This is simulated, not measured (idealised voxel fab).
process module | voxel double patterning
In the cross-section labelled cut, the width is 190 nm and each square cell is 5 nm.
Format of a cross-section: grid, square cells. Given as bands. Order: top down. Band: one or more rows of cells. Per band: top height and bottom height in nm, followed by the left-to-right materials and their widths in nm; "everywhere" marks a single material spanning edge to edge, "empty" marks empty space. Beneath 0, the wafer as received is one material, and that level is where height counting begins. The lowest band goes on downward without a bottom; it is written like "0 and below". You'd read "30->40" like this: the band's top row of cells is as wide as the first number, its bottom row is as wide as the second, and going down, every row changes width by the same amount as the row before did. The designation "no alteration", where it is given for a processing step, indicates that no cell of the cross-section was altered in the course of that step. Heads up: "Unvented cavities" only lists the empty pockets with no open path to the top that are 8 cells or more, and it writes them as width x height at distance, distance from the left edge, in nm. Note: text after step settings on the step line = simulator remark on that step. "overlay nm" answers the question of how far to the right of plan the mask lay on a step that has a mask, and when it is negative the answer is to the left.

-- These are the steps we planned for the process
- 1: RECEIVE with material Si
- 2: CONFORMAL_DEP with material SiO2, thk nm 5
- 3: DIRECTIONAL_DEP with material TiN, thk nm 10
- 4: DIRECTIONAL_DEP with material SiN, thk nm 10
- 5: DIRECTIONAL_DEP with material aC, thk nm 15
- 6: PATTERN with tone open, mask id FIRST, material resist, width nm 15, pitch nm 50, thk nm 30, overlay nm 0
- 7: DIRECTIONAL_ETCH with etch materials aC, depth nm 15
- 8: STRIP with etch materials resist
- 9: DIRECTIONAL_ETCH with etch materials SiN, depth nm 10
- 10: STRIP with etch materials aC
- 11: DIRECTIONAL_DEP with material aC, thk nm 15
- 12: PATTERN with tone open, mask id SECOND, material resist, width nm 15, thk nm 30, overlay nm 0
- 13: DIRECTIONAL_ETCH with etch materials aC, depth nm 15
- 14: STRIP with etch materials resist
- 15: DIRECTIONAL_ETCH with etch materials SiN, depth nm 10
- 16: STRIP with etch materials aC
- 17: DIRECTIONAL_ETCH with etch materials TiN, depth nm 10
- 18: STRIP with etch materials SiN

-- First out of two wafers; run went to plan

-- This is the cross-section of the wafer as we received it, i.e. after step 1
* 0 and below: Si everywhere
* Unvented cavities: none

-- Presented here is a cross-section of the wafer after step 2 has been performed
* 5 down to 0: SiO2 everywhere
* Below a height of 0, the structure has not been altered.

-- Presented here is a cross-section of the wafer after step 3 has been performed
* 15 down to 5: TiN everywhere
* Below a height of 5, the structure has not been altered.

-- Presented here is a cross-section of the wafer after step 4 has been performed
* 25 down to 15: SiN everywhere
* Below a height of 15, the structure has not been altered.

-- Presented here is a cross-section of the wafer after step 5 has been performed
* 40 down to 25: aC everywhere
* Below a height of 25, the structure has not been altered.

-- Presented here is a cross-section of the wafer after step 6 has been performed
* 70 down to 40: resist (60)  empty (15)  resist (35)  empty (15)  resist (65)
* Below a height of 40, the structure has not been altered.

-- Presented here is a cross-section of the wafer after step 7 has been performed
* 55 down to 40: resist (60)  empty (15)  resist (35)  empty (15)  resist (65)
* 40 down to 25: aC (60)  empty (15)  aC (35)  empty (15)  aC (65)
* Below a height of 25, the structure has not been altered.

-- Presented here is a cross-section of the wafer after step 8 has been performed
* 40 down to 25: aC (60)  empty (15)  aC (35)  empty (15)  aC (65)
* Below a height of 25, the structure has not been altered.

-- Presented here is a cross-section of the wafer after step 9 has been performed
* 40 down to 25: aC (60)  empty (15)  aC (35)  empty (15)  aC (65)
* 25 down to 15: SiN (60)  empty (15)  SiN (35)  empty (15)  SiN (65)
* Below a height of 15, the structure has not been altered.

-- Presented here is a cross-section of the wafer after step 10 has been performed
* 25 down to 15: SiN (60)  empty (15)  SiN (35)  empty (15)  SiN (65)
* Below a height of 15, the structure has not been altered.

-- Presented here is a cross-section of the wafer after step 11 has been performed
* 40 down to 30: aC (60)  empty (15)  aC (35)  empty (15)  aC (65)
* 30 down to 25: aC everywhere
* 25 down to 15: SiN (60)  aC (15)  SiN (35)  aC (15)  SiN (65)
* Below a height of 15, the structure has not been altered.

-- Presented here is a cross-section of the wafer after step 12 has been performed
* 70 down to 40: resist (85)  empty (15)  resist (90)
* 40 down to 30: aC (60)  resist (15)  aC (35)  resist (15)  aC (65)
* Below a height of 30, the structure has not been altered.

-- Presented here is a cross-section of the wafer after step 13 has been performed
* 55 down to 40: resist (85)  empty (15)  resist (90)
* 40 down to 30: aC (60)  resist (15)  aC (10)  empty (15)  aC (10)  resist (15)  aC (65)
* 30 down to 25: aC (85)  empty (15)  aC (90)
* Below a height of 25, the structure has not been altered.

-- Presented here is a cross-section of the wafer after step 14 has been performed
* 40 down to 30: aC (60)  empty (15)  aC (10)  empty (15)  aC (10)  empty (15)  aC (65)
* Below a height of 30, the structure has not been altered.

-- Presented here is a cross-section of the wafer after step 15 has been performed
* 40 down to 30: aC (60)  empty (15)  aC (10)  empty (15)  aC (10)  empty (15)  aC (65)
* 30 down to 25: aC (85)  empty (15)  aC (90)
* 25 down to 15: SiN (60)  aC (15)  SiN (10)  empty (15)  SiN (10)  aC (15)  SiN (65)
* Below a height of 15, the structure has not been altered.

-- Presented here is a cross-section of the wafer after step 16 has been performed
* 25 down to 15: SiN (60)  empty (15)  SiN (10)  empty (15)  SiN (10)  empty (15)  SiN (65)
* Below a height of 15, the structure has not been altered.

-- Presented here is a cross-section of the wafer after step 17 has been performed
* 25 down to 15: SiN (60)  empty (15)  SiN (10)  empty (15)  SiN (10)  empty (15)  SiN (65)
* 15 down to 5: TiN (60)  empty (15)  TiN (10)  empty (15)  TiN (10)  empty (15)  TiN (65)
* Below a height of 5, the structure has not been altered.

-- Presented here is a cross-section of the wafer after step 18 has been performed
* 15 down to 5: TiN (60)  empty (15)  TiN (10)  empty (15)  TiN (10)  empty (15)  TiN (65)
* Below a height of 5, the structure has not been altered.

-- Wafer two: like wafer one in start and plan, but with one mistake in execution; identical up to and including step 10

-- Second wafer profile in section, at the moment step 11 of the plan was meant to be complete
* 40 down to 30: TiN (60)  empty (15)  TiN (35)  empty (15)  TiN (65)
* 30 down to 25: TiN everywhere
* 25 down to 15: SiN (60)  TiN (15)  SiN (35)  TiN (15)  SiN (65)
* Below a height of 15, the structure has not been altered.

-- Second wafer profile in section, at the moment step 12 of the plan was meant to be complete
* 70 down to 40: resist (85)  empty (15)  resist (90)
* 40 down to 30: TiN (60)  resist (15)  TiN (35)  resist (15)  TiN (65)
* Below a height of 30, the structure has not been altered.

-- Second wafer profile in section, at the moment step 13 of the plan was meant to be complete
* 55 down to 40: resist (85)  empty (15)  resist (90)
* Below a height of 40, the structure has not been altered.

-- Second wafer profile in section, at the moment step 14 of the plan was meant to be complete
* 40 down to 30: TiN (60)  empty (15)  TiN (35)  empty (15)  TiN (65)
* Below a height of 30, the structure has not been altered.

Second wafer profile in section, at the moment step 15 of the plan was meant to be complete: no alteration

Second wafer profile in section, at the moment step 16 of the plan was meant to be complete: no alteration

-- Second wafer profile in section, at the moment step 17 of the plan was meant to be complete
* 30 down to 25: TiN (60)  empty (15)  TiN (35)  empty (15)  TiN (65)
* 25 down to 20: SiN (60)  empty (15)  SiN (35)  empty (15)  SiN (65)
* Below a height of 20, the structure has not been altered.

-- Second wafer profile in section, at the moment step 18 of the plan was meant to be complete
* 20 down to 15: empty (60)  TiN (15)  empty (35)  TiN (15)  empty (65)
* Below a height of 15, the structure has not been altered.
Against the plan, the run slipped here: step 11 ran as: DIRECTIONAL_DEP with material TiN, thk nm 15
Upon completion, the second wafer contains, in terms of cells, a greater or smaller amount of certain materials than the first wafer: +24 TiN
